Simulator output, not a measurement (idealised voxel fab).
The following is a process module called voxel transistor to metal.
The cross-section on display is named cut; it measures 155 nm wide, and its cells are 5 nm squares.
Think of the cross-section as a grid of square cells. We describe it in bands, top to bottom, and each band covers one or more rows of those cells.
Quick guide to a band line: top height, bottom height (nm) up front; then every material left to right with its width in nm. Only one material and it's marked "all across"? Then it fills the band edge to edge. And "air" just means empty space.
A quick word on heights: they are counted from 0, and under that level the wafer as it came to us is one material throughout. The lowest band is different from the rest in having no bottom; it simply continues downward, written as in "from 0 down".
Graded width ("30 to 40"): value in top row of band = first number; value in bottom row = second number; row-to-row change constant.
For the purposes of this document, the phrase "nothing different" attached to a step denotes that no cell within the cross-section was modified by that step.
Enclosed voids (no open way to top), threshold 8 cells or more, entry "Closed voids list", notation width x height at distance, distance from left edge, nm.
Formally, on a step line, whatever follows the settings is a remark that the simulator itself makes on the step.
The "overlay nm" setting may appear on a step's line; for a step that uses a mask, it gives how far to the right of its planned position the mask lay, and a negative value indicates the left.
### Below is the list of planned process steps
1 RECEIVE, material Si
2 CONFORMAL_DEP, material SiO2, thk nm 5
3 CONFORMAL_DEP, material SiN, thk nm 10
4 PATTERN, tone cover, mask id ACTIVE, material resist, width nm 105, thk nm 15, overlay nm 0
5 DIRECTIONAL_ETCH, etch materials SiN, depth nm 10
6 DIRECTIONAL_ETCH, etch materials SiO2, depth nm 5
7 DIRECTIONAL_ETCH, etch materials Si, depth nm 35
8 STRIP, etch materials resist
9 OXIDIZE, depth nm 5
10 FILL_DEP, material SiO2, thk nm 10
11 CMP, height nm 15
12 SELECTIVE_ETCH, etch materials SiO2, depth nm 10
13 STRIP, etch materials SiN
14 SELECTIVE_ETCH, etch materials SiO2, depth nm 5
15 OXIDIZE, depth nm 5
16 DIRECTIONAL_DEP, material polySi, thk nm 20
17 DIRECTIONAL_DEP, material SiCN, thk nm 10
18 MASKED_ETCH, tone cover, mask id GATE, width nm 25, etch materials SiCN, depth nm 20, overlay nm 0
19 MASKED_ETCH, tone cover, mask id GATE, width nm 25, etch materials polySi, depth nm 30, overlay nm 0
20 CONFORMAL_DEP, material SiN, thk nm 10
21 DIRECTIONAL_ETCH, etch materials SiN, depth nm 10
22 DIRECTIONAL_ETCH, etch materials SiO2, depth nm 5
23 EPI, material SiGe, thk nm 5
24 FILL_DEP, material SiO2, thk nm 10
25 CMP, height nm 30
26 DIRECTIONAL_DEP, material SiO2, thk nm 10
27 MASKED_ETCH, tone open, mask id CONTACT, width nm 25, pitch nm 60, etch materials SiO2, depth nm 40, overlay nm 0
28 CONFORMAL_DEP, material TiN, thk nm 5
29 FILL_DEP, material Ru, thk nm 5
30 CMP, height nm 40
31 CONFORMAL_DEP, material SiN, thk nm 5
32 DIRECTIONAL_DEP, material SiO2, thk nm 20
33 PATTERN, tone open, mask id METAL_1, material resist, width nm 15, pitch nm 70, thk nm 20, overlay nm 0
34 DIRECTIONAL_ETCH, etch materials SiO2, depth nm 20
35 DIRECTIONAL_ETCH, etch materials SiN, depth nm 5
36 STRIP, etch materials resist
37 CONFORMAL_DEP, material TiN, thk nm 5
38 FILL_DEP, material Cu, thk nm 5
39 CMP, height nm 65
40 EPI, material Ru, thk nm 5
41 FILL_DEP, material SiCN, thk nm 5
42 DIRECTIONAL_DEP, material lowk, thk nm 35
43 DIRECTIONAL_DEP, material aC, thk nm 15
44 PATTERN, tone open, mask id METAL_2, material resist, width nm 15, pitch nm 70, thk nm 30, overlay nm 0
45 DIRECTIONAL_ETCH, etch materials aC, depth nm 15
46 STRIP, etch materials resist
47 DIRECTIONAL_ETCH, etch materials lowk, depth nm 20
48 STRIP, etch materials aC
49 PATTERN, tone open, mask id METAL_2_HOLES, material resist, width nm 15, pitch nm 70, thk nm 15, overlay nm 0
50 DIRECTIONAL_ETCH, etch materials lowk, depth nm 15
51 DIRECTIONAL_ETCH, etch materials SiCN, depth nm 5
52 STRIP, etch materials resist
53 CONFORMAL_DEP, material TiN, thk nm 5
54 FILL_DEP, material Ru, thk nm 5
55 CMP, height nm 110
56 CONFORMAL_DEP, material SiCN, thk nm 5
### So this is the incoming wafer in cross-section - it's already been through step 1
* from 0 down | Si all across
* Closed voids list: none
### Cross-section, end of module. Start: as above. Plan: as above. Execution: one mistake
* from 115 to 110 | SiCN all across
* from 110 to 75 | 35 of lowk, then 5 of TiN, then 5 of Ru, then 5 of TiN, then 55 of lowk, then 5 of TiN, then 5 of Ru, then 5 of TiN, then 35 of lowk
* from 75 to 70 | 35 of SiCN, then 15 of TiN, then 55 of SiCN, then 15 of TiN, then 35 of SiCN
* from 70 to 65 | 30 of SiCN, then 25 of Ru, then 45 of SiCN, then 25 of Ru, then 30 of SiCN
* from 65 to 45 | 35 of SiO2, then 5 of TiN, then 5 of Cu, then 5 of TiN, then 55 of SiO2, then 5 of TiN, then 5 of Cu, then 5 of TiN, then 35 of SiO2
* from 45 to 40 | 35 of SiN, then 15 of TiN, then 55 of SiN, then 15 of TiN, then 35 of SiN
* from 40 to 35 | 35 of SiO2, then 5 of TiN, then 15 of Ru, then 5 of TiN, then 35 of SiO2, then 5 of TiN, then 15 of Ru, then 5 of TiN, then 35 of SiO2
* from 35 to 30 | 35 of SiO2, then 25 of TiN, then 35 of SiO2, then 5 of TiN, then 15 of Ru, then 5 of TiN, then 35 of SiO2
* from 30 to 20 | 35 of SiO2, then 10 of TiN, then 10 of SiN, then 25 of SiCN, then 10 of SiN, then 5 of SiO2, then 5 to 10 of TiN, then 15 to 10 of Ru, then 5 of TiN, then 35 of SiO2
* from 20 to 5 | 35 of SiO2, then 10 of TiN, then 10 of SiN, then 35 of polySi, then 10 of SiN, then 5 of TiN, then 10 of Ru, then 5 of TiN, then 35 of SiO2
* from 5 to 0 | 35 of SiO2, then 10 of TiN, then 10 of SiN, then 35 of polySi, then 10 of SiN, then 20 of TiN, then 35 of SiO2
* from 0 to -5 | 25 of SiO2, then 20 of SiGe, then 55 of SiO2, then 30 of SiGe, then 25 of SiO2
* from -5 to -40 | 30 of SiO2, then 95 of Si, then 30 of SiO2
* from -40 down | Si all across
* Closed voids list: none
Diagnosis: it should be noted that step 18 was executed with settings other than those planned, the operation and settings actually applied being MASKED_ETCH, tone cover, mask id GATE, width nm 25, etch materials SiCN, depth nm 20, overlay nm -10
